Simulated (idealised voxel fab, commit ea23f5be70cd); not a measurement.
process module | voxel self aligned contacts
cross-section cut | 290 nm wide | cells 5 nm
A cross-section is a grid of square cells, given in bands from the top down. A band is one or more rows of cells.
Each band's line starts with the height of the band's top and of its bottom, in nm. Then come its materials from left to right, each with its width in nm. One material with "throughout" fills the band from edge to edge. "air" is empty space.
Height 0 is the level under which the wafer as received is all one material. The lowest band goes on downwards, as in "0 down".
A width such as "30 to 40" changes by the same amount from each row of cells to the next, from the band's top row to its bottom row.
"no change" after a step means that no cell of the cross-section changed.
closed voids: empty space of 8 cells or more with no open way to the top, each as width x height at its distance from the left edge, in nm
after a step's settings: what the simulator itself notes on the step
overlay nm, on a step with a mask: how far to the right of its planned place the mask lay; to the left if negative
plan
1 op RECEIVE | material Si
2 op CONFORMAL_DEP | material SiO2 | thk nm 5
3 op DIRECTIONAL_DEP | material polySi | thk nm 25
4 op DIRECTIONAL_DEP | material SiN | thk nm 20
5 op DIRECTIONAL_DEP | material aC | thk nm 15
6 op PATTERN | tone cover | mask id GATE | material resist | width nm 30 | pitch nm 75 | thk nm 30 | overlay nm 0
7 op DIRECTIONAL_ETCH | etch materials aC | depth nm 15
8 op STRIP | etch materials resist
9 op DIRECTIONAL_ETCH | etch materials SiN | depth nm 20
10 op DIRECTIONAL_ETCH | etch materials polySi | depth nm 25
11 op STRIP | etch materials aC
12 op CONFORMAL_DEP | material SiN | thk nm 10
13 op DIRECTIONAL_ETCH | etch materials SiN | depth nm 10
14 op FILL_DEP | material SiO2 | thk nm 10
15 op CMP | height nm 55
16 op MASKED_ETCH | tone open | mask id CONTACT | width nm 55 | pitch nm 75 | etch materials SiO2 | depth nm 55 | overlay nm 0
17 op CONFORMAL_DEP | material TiN | thk nm 5
18 op FILL_DEP | material W | thk nm 5
19 op CMP | height nm 55
20 op CONFORMAL_DEP | material SiN | thk nm 5
first wafer, as planned
as received, after step 1
  0 down: Si throughout
  closed voids: none
after step 2
  5 to 0: SiO2 throughout
  below 0: unchanged
after step 3
  30 to 5: polySi throughout
  below 5: unchanged
after step 4
  50 to 30: SiN throughout
  below 30: unchanged
after step 5
  65 to 50: aC throughout
  below 50: unchanged
after step 6
  95 to 65: air 55 | resist 30 | air 45 | resist 30 | air 45 | resist 30 | air 55
  below 65: unchanged
after step 7
  80 to 65: air 55 | resist 30 | air 45 | resist 30 | air 45 | resist 30 | air 55
  65 to 50: air 55 | aC 30 | air 45 | aC 30 | air 45 | aC 30 | air 55
  below 50: unchanged
after step 8
  65 to 50: air 55 | aC 30 | air 45 | aC 30 | air 45 | aC 30 | air 55
  below 50: unchanged
after step 9
  65 to 50: air 55 | aC 30 | air 45 | aC 30 | air 45 | aC 30 | air 55
  50 to 30: air 55 | SiN 30 | air 45 | SiN 30 | air 45 | SiN 30 | air 55
  below 30: unchanged
after step 10
  65 to 50: air 55 | aC 30 | air 45 | aC 30 | air 45 | aC 30 | air 55
  50 to 30: air 55 | SiN 30 | air 45 | SiN 30 | air 45 | SiN 30 | air 55
  30 to 5: air 55 | polySi 30 | air 45 | polySi 30 | air 45 | polySi 30 | air 55
  below 5: unchanged
after step 11
  50 to 30: air 55 | SiN 30 | air 45 | SiN 30 | air 45 | SiN 30 | air 55
  below 30: unchanged
after step 12
  60 to 30: air 45 | SiN 50 | air 25 | SiN 50 | air 25 | SiN 50 | air 45
  30 to 15: air 45 | SiN 10 | polySi 30 | SiN 10 | air 25 | SiN 10 | polySi 30 | SiN 10 | air 25 | SiN 10 | polySi 30 | SiN 10 | air 45
  15 to 5: SiN 55 | polySi 30 | SiN 45 | polySi 30 | SiN 45 | polySi 30 | SiN 55
  below 5: unchanged
after step 13
  50 to 30: air 45 | SiN 50 | air 25 | SiN 50 | air 25 | SiN 50 | air 45
  30 to 5: air 45 | SiN 10 | polySi 30 | SiN 10 | air 25 | SiN 10 | polySi 30 | SiN 10 | air 25 | SiN 10 | polySi 30 | SiN 10 | air 45
  below 5: unchanged
after step 14
  60 to 50: SiO2 throughout
  50 to 30: SiO2 45 | SiN 50 | SiO2 25 | SiN 50 | SiO2 25 | SiN 50 | SiO2 45
  30 to 5: SiO2 45 | SiN 10 | polySi 30 | SiN 10 | SiO2 25 | SiN 10 | polySi 30 | SiN 10 | SiO2 25 | SiN 10 | polySi 30 | SiN 10 | SiO2 45
  below 5: unchanged
after step 15
  55 to 50: SiO2 throughout
  below 50: unchanged
after step 16
  55 to 50: SiO2 80 | air 55 | SiO2 20 | air 55 | SiO2 80
  50 to 30: SiO2 45 | SiN 50 | air 25 | SiN 50 | air 25 | SiN 50 | SiO2 45
  30 to 5: SiO2 45 | SiN 10 | polySi 30 | SiN 10 | air 25 | SiN 10 | polySi 30 | SiN 10 | air 25 | SiN 10 | polySi 30 | SiN 10 | SiO2 45
  5 to 0: SiO2 95 | air 25 | SiO2 50 | air 25 | SiO2 95
  below 0: unchanged
after step 17
  60 to 55: TiN 85 | air 45 | TiN 30 | air 45 | TiN 85
  55 to 50: SiO2 80 | TiN 20 | air 15 | TiN 20 | SiO2 20 | TiN 20 | air 15 | TiN 20 | SiO2 80
  50 to 30: SiO2 45 | SiN 50 | TiN 5 | air 15 | TiN 5 | SiN 50 | TiN 5 | air 15 | TiN 5 | SiN 50 | SiO2 45
  30 to 5: SiO2 45 | SiN 10 | polySi 30 | SiN 10 | TiN 5 | air 15 | TiN 5 | SiN 10 | polySi 30 | SiN 10 | TiN 5 | air 15 | TiN 5 | SiN 10 | polySi 30 | SiN 10 | SiO2 45
  5 to 0: SiO2 95 | TiN 25 | SiO2 50 | TiN 25 | SiO2 95
  below 0: unchanged
after step 18
  65 to 60: W throughout
  60 to 55: TiN 85 | W 45 | TiN 30 | W 45 | TiN 85
  55 to 50: SiO2 80 | TiN 20 | W 15 | TiN 20 | SiO2 20 | TiN 20 | W 15 | TiN 20 | SiO2 80
  50 to 30: SiO2 45 | SiN 50 | TiN 5 | W 15 | TiN 5 | SiN 50 | TiN 5 | W 15 | TiN 5 | SiN 50 | SiO2 45
  30 to 5: SiO2 45 | SiN 10 | polySi 30 | SiN 10 | TiN 5 | W 15 | TiN 5 | SiN 10 | polySi 30 | SiN 10 | TiN 5 | W 15 | TiN 5 | SiN 10 | polySi 30 | SiN 10 | SiO2 45
  below 5: unchanged
after step 19
  55 to 50: SiO2 80 | TiN 20 | W 15 | TiN 20 | SiO2 20 | TiN 20 | W 15 | TiN 20 | SiO2 80
  below 50: unchanged
after step 20
  60 to 55: SiN throughout
  below 55: unchanged
second wafer: like start, like plan, one mistake. Through step 2 it matches the first wafer
when step 3 should have ended
  25 to 5: SiN throughout
  below 5: unchanged
when step 4 should have ended
  50 to 25: polySi throughout
  below 25: unchanged
when step 5 should have ended
  65 to 50: aC throughout
  below 50: unchanged
when step 6 should have ended
  95 to 65: air 55 | resist 30 | air 45 | resist 30 | air 45 | resist 30 | air 55
  below 65: unchanged
when step 7 should have ended
  80 to 65: air 55 | resist 30 | air 45 | resist 30 | air 45 | resist 30 | air 55
  65 to 50: air 55 | aC 30 | air 45 | aC 30 | air 45 | aC 30 | air 55
  below 50: unchanged
when step 8 should have ended
  65 to 50: air 55 | aC 30 | air 45 | aC 30 | air 45 | aC 30 | air 55
  below 50: unchanged
when step 9 should have ended: no change
when step 10 should have ended
  65 to 50: air 55 | aC 30 | air 45 | aC 30 | air 45 | aC 30 | air 55
  50 to 25: air 55 | polySi 30 | air 45 | polySi 30 | air 45 | polySi 30 | air 55
  below 25: unchanged
when step 11 should have ended
  50 to 25: air 55 | polySi 30 | air 45 | polySi 30 | air 45 | polySi 30 | air 55
  below 25: unchanged
when step 12 should have ended
  60 to 50: air 45 | SiN 50 | air 25 | SiN 50 | air 25 | SiN 50 | air 45
  50 to 35: air 45 | SiN 10 | polySi 30 | SiN 10 | air 25 | SiN 10 | polySi 30 | SiN 10 | air 25 | SiN 10 | polySi 30 | SiN 10 | air 45
  35 to 25: SiN 55 | polySi 30 | SiN 45 | polySi 30 | SiN 45 | polySi 30 | SiN 55
  below 25: unchanged
when step 13 should have ended
  50 to 25: air 45 | SiN 10 | polySi 30 | SiN 10 | air 25 | SiN 10 | polySi 30 | SiN 10 | air 25 | SiN 10 | polySi 30 | SiN 10 | air 45
  below 25: unchanged
when step 14 should have ended
  60 to 50: SiO2 throughout
  50 to 25: SiO2 45 | SiN 10 | polySi 30 | SiN 10 | SiO2 25 | SiN 10 | polySi 30 | SiN 10 | SiO2 25 | SiN 10 | polySi 30 | SiN 10 | SiO2 45
  below 25: unchanged
when step 15 should have ended
  55 to 50: SiO2 throughout
  below 50: unchanged
when step 16 should have ended
  55 to 50: SiO2 80 | air 55 | SiO2 20 | air 55 | SiO2 80
  50 to 25: SiO2 45 | SiN 10 | polySi 30 | SiN 10 | air 25 | SiN 10 | polySi 30 | SiN 10 | air 25 | SiN 10 | polySi 30 | SiN 10 | SiO2 45
  below 25: unchanged
when step 17 should have ended
  60 to 55: TiN 85 | air 45 | TiN 30 | air 45 | TiN 85
  55 to 50: SiO2 80 | TiN 20 | air 15 | TiN 20 | SiO2 20 | TiN 20 | air 15 | TiN 20 | SiO2 80
  50 to 30: SiO2 45 | SiN 10 | polySi 30 | SiN 10 | TiN 5 | air 15 | TiN 5 | SiN 10 | polySi 30 | SiN 10 | TiN 5 | air 15 | TiN 5 | SiN 10 | polySi 30 | SiN 10 | SiO2 45
  30 to 25: SiO2 45 | SiN 10 | polySi 30 | SiN 10 | TiN 25 | SiN 10 | polySi 30 | SiN 10 | TiN 25 | SiN 10 | polySi 30 | SiN 10 | SiO2 45
  below 25: unchanged
when step 18 should have ended
  65 to 60: W throughout
  60 to 55: TiN 85 | W 45 | TiN 30 | W 45 | TiN 85
  55 to 50: SiO2 80 | TiN 20 | W 15 | TiN 20 | SiO2 20 | TiN 20 | W 15 | TiN 20 | SiO2 80
  50 to 30: SiO2 45 | SiN 10 | polySi 30 | SiN 10 | TiN 5 | W 15 | TiN 5 | SiN 10 | polySi 30 | SiN 10 | TiN 5 | W 15 | TiN 5 | SiN 10 | polySi 30 | SiN 10 | SiO2 45
  below 30: unchanged
when step 19 should have ended
  55 to 50: SiO2 80 | TiN 20 | W 15 | TiN 20 | SiO2 20 | TiN 20 | W 15 | TiN 20 | SiO2 80
  below 50: unchanged
when step 20 should have ended
  60 to 55: SiN throughout
  below 55: unchanged
what went wrong: steps 3 and 4 were swapped
at the end the second wafer has, in cells: 112 more of SiN | 62 fewer of SiO2 | 20 fewer of TiN | 30 fewer of W
